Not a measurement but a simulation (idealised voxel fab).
Process module in this document: voxel wiring stack
Cross-sectional view cut (width: 170 nm; square cell size: 5 nm).
In this document a cross-section is written as a grid of square cells. It is given as a series of bands, listed from the top down, and a band is one or more rows of cells.
For a band, the entry starts with two heights in nm, that of the top and then that of the bottom, and carries on with the band's materials in order from left to right, each alongside its width in nm; the word "edge to edge" beside a single material means it fills the band edge to edge, and "empty" means empty space.
Height 0 is the level under which the wafer as received is all one material. The lowest band goes on downwards, as in "0 down".
With a width like "30->40", each row of cells in the band differs from the next by the same amount, the top row carrying the first number and the bottom row the second.
Key: "stayed the same" - step with no changed cell in the cross-section.
For the entry "Internal closed voids", the listed items are empty spaces with no open way to the top whose size is 8 cells or more; each item follows the pattern width x height at distance, where distance is from the left edge and all three are in nm.
Past the settings on a step's line: simulator remark, on that step.
overlay nm: how far to the right of its planned place the mask lay on this masked step (negative: to the left).

List of planned process steps:
1 RECEIVE,material Si
2 CONFORMAL_DEP,material SiO2,thk nm 10
3 DIRECTIONAL_DEP,material TiN,thk nm 5
4 DIRECTIONAL_DEP,material W,thk nm 20
5 PATTERN,tone cover,mask id METAL_1,material resist,width nm 20,pitch nm 35,thk nm 15,overlay nm 0
6 DIRECTIONAL_ETCH,etch materials W,depth nm 20
7 DIRECTIONAL_ETCH,etch materials TiN,depth nm 5
8 STRIP,etch materials resist
9 CONFORMAL_DEP,material SiN,thk nm 5
10 FILL_DEP,material lowk,thk nm 10
11 CMP,height nm 35
12 CONFORMAL_DEP,material SiCN,thk nm 5
13 DIRECTIONAL_DEP,material SiO2,thk nm 10
14 DIRECTIONAL_DEP,material aC,thk nm 10
15 PATTERN,tone open,mask id PLUG_1,material resist,width nm 15,pitch nm 35,thk nm 25,overlay nm 0
16 DIRECTIONAL_ETCH,etch materials aC,depth nm 10
17 STRIP,etch materials resist
18 DIRECTIONAL_ETCH,etch materials SiO2,depth nm 10
19 DIRECTIONAL_ETCH,etch materials SiCN,depth nm 5
20 STRIP,etch materials aC
21 CONFORMAL_DEP,material TiN,thk nm 5
22 FILL_DEP,material Ru,thk nm 5
23 CMP,height nm 50
24 DIRECTIONAL_DEP,material TiN,thk nm 5
25 DIRECTIONAL_DEP,material Ru,thk nm 15
26 MASKED_ETCH,tone cover,mask id METAL_2,width nm 20,pitch nm 35,etch materials Ru,depth nm 15,overlay nm 0
27 MASKED_ETCH,tone cover,mask id METAL_2,width nm 20,pitch nm 35,etch materials TiN,depth nm 5,overlay nm 0
28 FILL_DEP,material SiO2,thk nm 5
29 CMP,height nm 70
30 CONFORMAL_DEP,material SiCN,thk nm 5
31 DIRECTIONAL_DEP,material SiO2,thk nm 20
32 DIRECTIONAL_DEP,material aC,thk nm 15
33 PATTERN,tone open,mask id PLUG_2,material resist,width nm 15,pitch nm 35,thk nm 35,overlay nm 0
34 DIRECTIONAL_ETCH,etch materials aC,depth nm 15
35 STRIP,etch materials resist
36 DIRECTIONAL_ETCH,etch materials SiO2,depth nm 20
37 DIRECTIONAL_ETCH,etch materials SiCN,depth nm 5
38 STRIP,etch materials aC
39 CONFORMAL_DEP,material TiN,thk nm 5
40 FILL_DEP,material Ru,thk nm 5
41 CMP,height nm 95
42 DIRECTIONAL_DEP,material TiN,thk nm 5
43 DIRECTIONAL_DEP,material W,thk nm 15
44 MASKED_ETCH,tone cover,mask id METAL_3,width nm 20,pitch nm 35,etch materials W,depth nm 15,overlay nm 0
45 MASKED_ETCH,tone cover,mask id METAL_3,width nm 20,pitch nm 35,etch materials TiN,depth nm 5,overlay nm 0
46 FILL_DEP,material SiO2,thk nm 10
47 CMP,height nm 115
48 CONFORMAL_DEP,material SiN,thk nm 5

First of two wafers - as planned:

Wafer cross-section on receipt, i.e. after step 1:
- 0 down | Si edge to edge
- Internal closed voids: none

After step 2:
- 10 to 0 | SiO2 edge to edge
- Below 0 it's all the same as before, nothing changed down there.

After step 3:
- 15 to 10 | TiN edge to edge
- Below 10 it's all the same as before, nothing changed down there.

After step 4:
- 35 to 15 | W edge to edge
- Below 15 it's all the same as before, nothing changed down there.

After step 5:
- 50 to 35 | 55 of empty | 20 of resist | 15 of empty | 20 of resist | 60 of empty
- Below 35 it's all the same as before, nothing changed down there.

After step 6:
- 50 to 35 | 55 of empty | 20 of resist | 15 of empty | 20 of resist | 60 of empty
- 35 to 15 | 55 of empty | 20 of W | 15 of empty | 20 of W | 60 of empty
- Below 15 it's all the same as before, nothing changed down there.

After step 7:
- 50 to 35 | 55 of empty | 20 of resist | 15 of empty | 20 of resist | 60 of empty
- 35 to 15 | 55 of empty | 20 of W | 15 of empty | 20 of W | 60 of empty
- 15 to 10 | 55 of empty | 20 of TiN | 15 of empty | 20 of TiN | 60 of empty
- Below 10 it's all the same as before, nothing changed down there.

After step 8:
- 35 to 15 | 55 of empty | 20 of W | 15 of empty | 20 of W | 60 of empty
- Below 15 it's all the same as before, nothing changed down there.

After step 9:
- 40 to 35 | 50 of empty | 30 of SiN | 5 of empty | 30 of SiN | 55 of empty
- 35 to 15 | 50 of empty | 5 of SiN | 20 of W | 5 of SiN | 5 of empty | 5 of SiN | 20 of W | 5 of SiN | 55 of empty
- 15 to 10 | 55 of SiN | 20 of TiN | 15 of SiN | 20 of TiN | 60 of SiN
- Below 10 it's all the same as before, nothing changed down there.

After step 10:
- 50 to 40 | lowk edge to edge
- 40 to 35 | 50 of lowk | 30 of SiN | 5 of lowk | 30 of SiN | 55 of lowk
- 35 to 15 | 50 of lowk | 5 of SiN | 20 of W | 5 of SiN | 5 of lowk | 5 of SiN | 20 of W | 5 of SiN | 55 of lowk
- Below 15 it's all the same as before, nothing changed down there.

After step 11:
- 35 to 15 | 50 of lowk | 5 of SiN | 20 of W | 5 of SiN | 5 of lowk | 5 of SiN | 20 of W | 5 of SiN | 55 of lowk
- Below 15 it's all the same as before, nothing changed down there.

After step 12:
- 40 to 35 | SiCN edge to edge
- Below 35 it's all the same as before, nothing changed down there.

After step 13:
- 50 to 40 | SiO2 edge to edge
- Below 40 it's all the same as before, nothing changed down there.

After step 14:
- 60 to 50 | aC edge to edge
- Below 50 it's all the same as before, nothing changed down there.

After step 15:
- 85 to 60 | 55 of resist | 15 of empty | 20 of resist | 15 of empty | 65 of resist
- Below 60 it's all the same as before, nothing changed down there.

After step 16:
- 75 to 60 | 55 of resist | 15 of empty | 20 of resist | 15 of empty | 65 of resist
- 60 to 50 | 55 of aC | 15 of empty | 20 of aC | 15 of empty | 65 of aC
- Below 50 it's all the same as before, nothing changed down there.

After step 17:
- 60 to 50 | 55 of aC | 15 of empty | 20 of aC | 15 of empty | 65 of aC
- Below 50 it's all the same as before, nothing changed down there.

After step 18:
- 60 to 50 | 55 of aC | 15 of empty | 20 of aC | 15 of empty | 65 of aC
- 50 to 40 | 55 of SiO2 | 15 of empty | 20 of SiO2 | 15 of empty | 65 of SiO2
- Below 40 it's all the same as before, nothing changed down there.

After step 19:
- 60 to 50 | 55 of aC | 15 of empty | 20 of aC | 15 of empty | 65 of aC
- 50 to 40 | 55 of SiO2 | 15 of empty | 20 of SiO2 | 15 of empty | 65 of SiO2
- 40 to 35 | 55 of SiCN | 15 of empty | 20 of SiCN | 15 of empty | 65 of SiCN
- Below 35 it's all the same as before, nothing changed down there.

After step 20:
- 50 to 40 | 55 of SiO2 | 15 of empty | 20 of SiO2 | 15 of empty | 65 of SiO2
- Below 40 it's all the same as before, nothing changed down there.

After step 21:
- 55 to 50 | 60 of TiN | 5 of empty | 30 of TiN | 5 of empty | 70 of TiN
- 50 to 40 | 55 of SiO2 | 5 of TiN | 5 of empty | 5 of TiN | 20 of SiO2 | 5 of TiN | 5 of empty | 5 of TiN | 65 of SiO2
- 40 to 35 | 55 of SiCN | 15 of TiN | 20 of SiCN | 15 of TiN | 65 of SiCN
- Below 35 it's all the same as before, nothing changed down there.

After step 22:
- 60 to 55 | Ru edge to edge
- 55 to 50 | 60 of TiN | 5 of Ru | 30 of TiN | 5 of Ru | 70 of TiN
- 50 to 40 | 55 of SiO2 | 5 of TiN | 5 of Ru | 5 of TiN | 20 of SiO2 | 5 of TiN | 5 of Ru | 5 of TiN | 65 of SiO2
- Below 40 it's all the same as before, nothing changed down there.

After step 23:
- 50 to 40 | 55 of SiO2 | 5 of TiN | 5 of Ru | 5 of TiN | 20 of SiO2 | 5 of TiN | 5 of Ru | 5 of TiN | 65 of SiO2
- Below 40 it's all the same as before, nothing changed down there.

After step 24:
- 55 to 50 | TiN edge to edge
- Below 50 it's all the same as before, nothing changed down there.

After step 25:
- 70 to 55 | Ru edge to edge
- Below 55 it's all the same as before, nothing changed down there.

After step 26:
- 70 to 55 | 55 of empty | 20 of Ru | 15 of empty | 20 of Ru | 60 of empty
- Below 55 it's all the same as before, nothing changed down there.

After step 27:
- 70 to 55 | 55 of empty | 20 of Ru | 15 of empty | 20 of Ru | 60 of empty
- 55 to 50 | 55 of empty | 20 of TiN | 15 of empty | 20 of TiN | 60 of empty
- Below 50 it's all the same as before, nothing changed down there.

After step 28:
- 75 to 70 | SiO2 edge to edge
- 70 to 55 | 55 of SiO2 | 20 of Ru | 15 of SiO2 | 20 of Ru | 60 of SiO2
- 55 to 50 | 55 of SiO2 | 20 of TiN | 15 of SiO2 | 20 of TiN | 60 of SiO2
- Below 50 it's all the same as before, nothing changed down there.

After step 29:
- 70 to 55 | 55 of SiO2 | 20 of Ru | 15 of SiO2 | 20 of Ru | 60 of SiO2
- Below 55 it's all the same as before, nothing changed down there.

After step 30:
- 75 to 70 | SiCN edge to edge
- Below 70 it's all the same as before, nothing changed down there.

After step 31:
- 95 to 75 | SiO2 edge to edge
- Below 75 it's all the same as before, nothing changed down there.

After step 32:
- 110 to 95 | aC edge to edge
- Below 95 it's all the same as before, nothing changed down there.

After step 33:
- 145 to 110 | 55 of resist | 15 of empty | 20 of resist | 15 of empty | 65 of resist
- Below 110 it's all the same as before, nothing changed down there.

After step 34:
- 130 to 110 | 55 of resist | 15 of empty | 20 of resist | 15 of empty | 65 of resist
- 110 to 95 | 55 of aC | 15 of empty | 20 of aC | 15 of empty | 65 of aC
- Below 95 it's all the same as before, nothing changed down there.

After step 35:
- 110 to 95 | 55 of aC | 15 of empty | 20 of aC | 15 of empty | 65 of aC
- Below 95 it's all the same as before, nothing changed down there.

After step 36:
- 110 to 95 | 55 of aC | 15 of empty | 20 of aC | 15 of empty | 65 of aC
- 95 to 75 | 55 of SiO2 | 15 of empty | 20 of SiO2 | 15 of empty | 65 of SiO2
- Below 75 it's all the same as before, nothing changed down there.

After step 37:
- 110 to 95 | 55 of aC | 15 of empty | 20 of aC | 15 of empty | 65 of aC
- 95 to 75 | 55 of SiO2 | 15 of empty | 20 of SiO2 | 15 of empty | 65 of SiO2
- 75 to 70 | 55 of SiCN | 15 of empty | 20 of SiCN | 15 of empty | 65 of SiCN
- Below 70 it's all the same as before, nothing changed down there.

After step 38:
- 95 to 75 | 55 of SiO2 | 15 of empty | 20 of SiO2 | 15 of empty | 65 of SiO2
- Below 75 it's all the same as before, nothing changed down there.

After step 39:
- 100 to 95 | 60 of TiN | 5 of empty | 30 of TiN | 5 of empty | 70 of TiN
- 95 to 75 | 55 of SiO2 | 5 of TiN | 5 of empty | 5 of TiN | 20 of SiO2 | 5 of TiN | 5 of empty | 5 of TiN | 65 of SiO2
- 75 to 70 | 55 of SiCN | 15 of TiN | 20 of SiCN | 15 of TiN | 65 of SiCN
- Below 70 it's all the same as before, nothing changed down there.

After step 40:
- 105 to 100 | Ru edge to edge
- 100 to 95 | 60 of TiN | 5 of Ru | 30 of TiN | 5 of Ru | 70 of TiN
- 95 to 75 | 55 of SiO2 | 5 of TiN | 5 of Ru | 5 of TiN | 20 of SiO2 | 5 of TiN | 5 of Ru | 5 of TiN | 65 of SiO2
- Below 75 it's all the same as before, nothing changed down there.

After step 41:
- 95 to 75 | 55 of SiO2 | 5 of TiN | 5 of Ru | 5 of TiN | 20 of SiO2 | 5 of TiN | 5 of Ru | 5 of TiN | 65 of SiO2
- Below 75 it's all the same as before, nothing changed down there.

After step 42:
- 100 to 95 | TiN edge to edge
- Below 95 it's all the same as before, nothing changed down there.

After step 43:
- 115 to 100 | W edge to edge
- Below 100 it's all the same as before, nothing changed down there.

After step 44:
- 115 to 100 | 55 of empty | 20 of W | 15 of empty | 20 of W | 60 of empty
- Below 100 it's all the same as before, nothing changed down there.

After step 45:
- 115 to 100 | 55 of empty | 20 of W | 15 of empty | 20 of W | 60 of empty
- 100 to 95 | 55 of empty | 20 of TiN | 15 of empty | 20 of TiN | 60 of empty
- Below 95 it's all the same as before, nothing changed down there.

After step 46:
- 125 to 115 | SiO2 edge to edge
- 115 to 100 | 55 of SiO2 | 20 of W | 15 of SiO2 | 20 of W | 60 of SiO2
- 100 to 95 | 55 of SiO2 | 20 of TiN | 15 of SiO2 | 20 of TiN | 60 of SiO2
- Below 95 it's all the same as before, nothing changed down there.

After step 47:
- 115 to 100 | 55 of SiO2 | 20 of W | 15 of SiO2 | 20 of W | 60 of SiO2
- Below 100 it's all the same as before, nothing changed down there.

After step 48:
- 120 to 115 | SiN edge to edge
- Below 115 it's all the same as before, nothing changed down there.

The remaining wafer, second of the two, started like the first and was run to the same plan, except that one mistake was made along the way; the two coincide through step 14, inclusive:

What the second wafer looks like in cross-section when step 15 should have wrapped up:
- 85 to 60 | 45 of resist | 15 of empty | 20 of resist | 15 of empty | 75 of resist
- Below 60 it's all the same as before, nothing changed down there.

What the second wafer looks like in cross-section when step 16 should have wrapped up:
- 75 to 60 | 45 of resist | 15 of empty | 20 of resist | 15 of empty | 75 of resist
- 60 to 50 | 45 of aC | 15 of empty | 20 of aC | 15 of empty | 75 of aC
- Below 50 it's all the same as before, nothing changed down there.

What the second wafer looks like in cross-section when step 17 should have wrapped up:
- 60 to 50 | 45 of aC | 15 of empty | 20 of aC | 15 of empty | 75 of aC
- Below 50 it's all the same as before, nothing changed down there.

What the second wafer looks like in cross-section when step 18 should have wrapped up:
- 60 to 50 | 45 of aC | 15 of empty | 20 of aC | 15 of empty | 75 of aC
- 50 to 40 | 45 of SiO2 | 15 of empty | 20 of SiO2 | 15 of empty | 75 of SiO2
- Below 40 it's all the same as before, nothing changed down there.

What the second wafer looks like in cross-section when step 19 should have wrapped up:
- 60 to 50 | 45 of aC | 15 of empty | 20 of aC | 15 of empty | 75 of aC
- 50 to 40 | 45 of SiO2 | 15 of empty | 20 of SiO2 | 15 of empty | 75 of SiO2
- 40 to 35 | 45 of SiCN | 15 of empty | 20 of SiCN | 15 of empty | 75 of SiCN
- Below 35 it's all the same as before, nothing changed down there.

What the second wafer looks like in cross-section when step 20 should have wrapped up:
- 50 to 40 | 45 of SiO2 | 15 of empty | 20 of SiO2 | 15 of empty | 75 of SiO2
- Below 40 it's all the same as before, nothing changed down there.

What the second wafer looks like in cross-section when step 21 should have wrapped up:
- 55 to 50 | 50 of TiN | 5 of empty | 30 of TiN | 5 of empty | 80 of TiN
- 50 to 40 | 45 of SiO2 | 5 of TiN | 5 of empty | 5 of TiN | 20 of SiO2 | 5 of TiN | 5 of empty | 5 of TiN | 75 of SiO2
- 40 to 35 | 45 of SiCN | 15 of TiN | 20 of SiCN | 15 of TiN | 75 of SiCN
- Below 35 it's all the same as before, nothing changed down there.

What the second wafer looks like in cross-section when step 22 should have wrapped up:
- 60 to 55 | Ru edge to edge
- 55 to 50 | 50 of TiN | 5 of Ru | 30 of TiN | 5 of Ru | 80 of TiN
- 50 to 40 | 45 of SiO2 | 5 of TiN | 5 of Ru | 5 of TiN | 20 of SiO2 | 5 of TiN | 5 of Ru | 5 of TiN | 75 of SiO2
- Below 40 it's all the same as before, nothing changed down there.

What the second wafer looks like in cross-section when step 23 should have wrapped up:
- 50 to 40 | 45 of SiO2 | 5 of TiN | 5 of Ru | 5 of TiN | 20 of SiO2 | 5 of TiN | 5 of Ru | 5 of TiN | 75 of SiO2
- Below 40 it's all the same as before, nothing changed down there.

What the second wafer looks like in cross-section when step 24 should have wrapped up:
- 55 to 50 | TiN edge to edge
- Below 50 it's all the same as before, nothing changed down there.

What the second wafer looks like in cross-section when step 25 should have wrapped up:
- 70 to 55 | Ru edge to edge
- Below 55 it's all the same as before, nothing changed down there.

What the second wafer looks like in cross-section when step 26 should have wrapped up:
- 70 to 55 | 55 of empty | 20 of Ru | 15 of empty | 20 of Ru | 60 of empty
- Below 55 it's all the same as before, nothing changed down there.

What the second wafer looks like in cross-section when step 27 should have wrapped up:
- 70 to 55 | 55 of empty | 20 of Ru | 15 of empty | 20 of Ru | 60 of empty
- 55 to 50 | 55 of empty | 20 of TiN | 15 of empty | 20 of TiN | 60 of empty
- Below 50 it's all the same as before, nothing changed down there.

What the second wafer looks like in cross-section when step 28 should have wrapped up:
- 75 to 70 | SiO2 edge to edge
- 70 to 55 | 55 of SiO2 | 20 of Ru | 15 of SiO2 | 20 of Ru | 60 of SiO2
- 55 to 50 | 55 of SiO2 | 20 of TiN | 15 of SiO2 | 20 of TiN | 60 of SiO2
- Below 50 it's all the same as before, nothing changed down there.

What the second wafer looks like in cross-section when step 29 should have wrapped up:
- 70 to 55 | 55 of SiO2 | 20 of Ru | 15 of SiO2 | 20 of Ru | 60 of SiO2
- Below 55 it's all the same as before, nothing changed down there.

What the second wafer looks like in cross-section when step 30 should have wrapped up:
- 75 to 70 | SiCN edge to edge
- Below 70 it's all the same as before, nothing changed down there.

What the second wafer looks like in cross-section when step 31 should have wrapped up:
- 95 to 75 | SiO2 edge to edge
- Below 75 it's all the same as before, nothing changed down there.

What the second wafer looks like in cross-section when step 32 should have wrapped up:
- 110 to 95 | aC edge to edge
- Below 95 it's all the same as before, nothing changed down there.

What the second wafer looks like in cross-section when step 33 should have wrapped up:
- 145 to 110 | 55 of resist | 15 of empty | 20 of resist | 15 of empty | 65 of resist
- Below 110 it's all the same as before, nothing changed down there.

What the second wafer looks like in cross-section when step 34 should have wrapped up:
- 130 to 110 | 55 of resist | 15 of empty | 20 of resist | 15 of empty | 65 of resist
- 110 to 95 | 55 of aC | 15 of empty | 20 of aC | 15 of empty | 65 of aC
- Below 95 it's all the same as before, nothing changed down there.

What the second wafer looks like in cross-section when step 35 should have wrapped up:
- 110 to 95 | 55 of aC | 15 of empty | 20 of aC | 15 of empty | 65 of aC
- Below 95 it's all the same as before, nothing changed down there.

What the second wafer looks like in cross-section when step 36 should have wrapped up:
- 110 to 95 | 55 of aC | 15 of empty | 20 of aC | 15 of empty | 65 of aC
- 95 to 75 | 55 of SiO2 | 15 of empty | 20 of SiO2 | 15 of empty | 65 of SiO2
- Below 75 it's all the same as before, nothing changed down there.

What the second wafer looks like in cross-section when step 37 should have wrapped up:
- 110 to 95 | 55 of aC | 15 of empty | 20 of aC | 15 of empty | 65 of aC
- 95 to 75 | 55 of SiO2 | 15 of empty | 20 of SiO2 | 15 of empty | 65 of SiO2
- 75 to 70 | 55 of SiCN | 15 of empty | 20 of SiCN | 15 of empty | 65 of SiCN
- Below 70 it's all the same as before, nothing changed down there.

What the second wafer looks like in cross-section when step 38 should have wrapped up:
- 95 to 75 | 55 of SiO2 | 15 of empty | 20 of SiO2 | 15 of empty | 65 of SiO2
- Below 75 it's all the same as before, nothing changed down there.

What the second wafer looks like in cross-section when step 39 should have wrapped up:
- 100 to 95 | 60 of TiN | 5 of empty | 30 of TiN | 5 of empty | 70 of TiN
- 95 to 75 | 55 of SiO2 | 5 of TiN | 5 of empty | 5 of TiN | 20 of SiO2 | 5 of TiN | 5 of empty | 5 of TiN | 65 of SiO2
- 75 to 70 | 55 of SiCN | 15 of TiN | 20 of SiCN | 15 of TiN | 65 of SiCN
- Below 70 it's all the same as before, nothing changed down there.

What the second wafer looks like in cross-section when step 40 should have wrapped up:
- 105 to 100 | Ru edge to edge
- 100 to 95 | 60 of TiN | 5 of Ru | 30 of TiN | 5 of Ru | 70 of TiN
- 95 to 75 | 55 of SiO2 | 5 of TiN | 5 of Ru | 5 of TiN | 20 of SiO2 | 5 of TiN | 5 of Ru | 5 of TiN | 65 of SiO2
- Below 75 it's all the same as before, nothing changed down there.

What the second wafer looks like in cross-section when step 41 should have wrapped up:
- 95 to 75 | 55 of SiO2 | 5 of TiN | 5 of Ru | 5 of TiN | 20 of SiO2 | 5 of TiN | 5 of Ru | 5 of TiN | 65 of SiO2
- Below 75 it's all the same as before, nothing changed down there.

What the second wafer looks like in cross-section when step 42 should have wrapped up:
- 100 to 95 | TiN edge to edge
- Below 95 it's all the same as before, nothing changed down there.

What the second wafer looks like in cross-section when step 43 should have wrapped up:
- 115 to 100 | W edge to edge
- Below 100 it's all the same as before, nothing changed down there.

What the second wafer looks like in cross-section when step 44 should have wrapped up:
- 115 to 100 | 55 of empty | 20 of W | 15 of empty | 20 of W | 60 of empty
- Below 100 it's all the same as before, nothing changed down there.

What the second wafer looks like in cross-section when step 45 should have wrapped up:
- 115 to 100 | 55 of empty | 20 of W | 15 of empty | 20 of W | 60 of empty
- 100 to 95 | 55 of empty | 20 of TiN | 15 of empty | 20 of TiN | 60 of empty
- Below 95 it's all the same as before, nothing changed down there.

What the second wafer looks like in cross-section when step 46 should have wrapped up:
- 125 to 115 | SiO2 edge to edge
- 115 to 100 | 55 of SiO2 | 20 of W | 15 of SiO2 | 20 of W | 60 of SiO2
- 100 to 95 | 55 of SiO2 | 20 of TiN | 15 of SiO2 | 20 of TiN | 60 of SiO2
- Below 95 it's all the same as before, nothing changed down there.

What the second wafer looks like in cross-section when step 47 should have wrapped up:
- 115 to 100 | 55 of SiO2 | 20 of W | 15 of SiO2 | 20 of W | 60 of SiO2
- Below 100 it's all the same as before, nothing changed down there.

What the second wafer looks like in cross-section when step 48 should have wrapped up:
- 120 to 115 | SiN edge to edge
- Below 115 it's all the same as before, nothing changed down there.
Error vs. plan: so step 15 ended up running with a different setting than we planned, it ran as PATTERN,tone open,mask id PLUG_1,material resist,width nm 15,pitch nm 35,thk nm 25,overlay nm -10
By the end, you'd get the same cell count for each material on either wafer, but the second wafer puts them somewhere else.
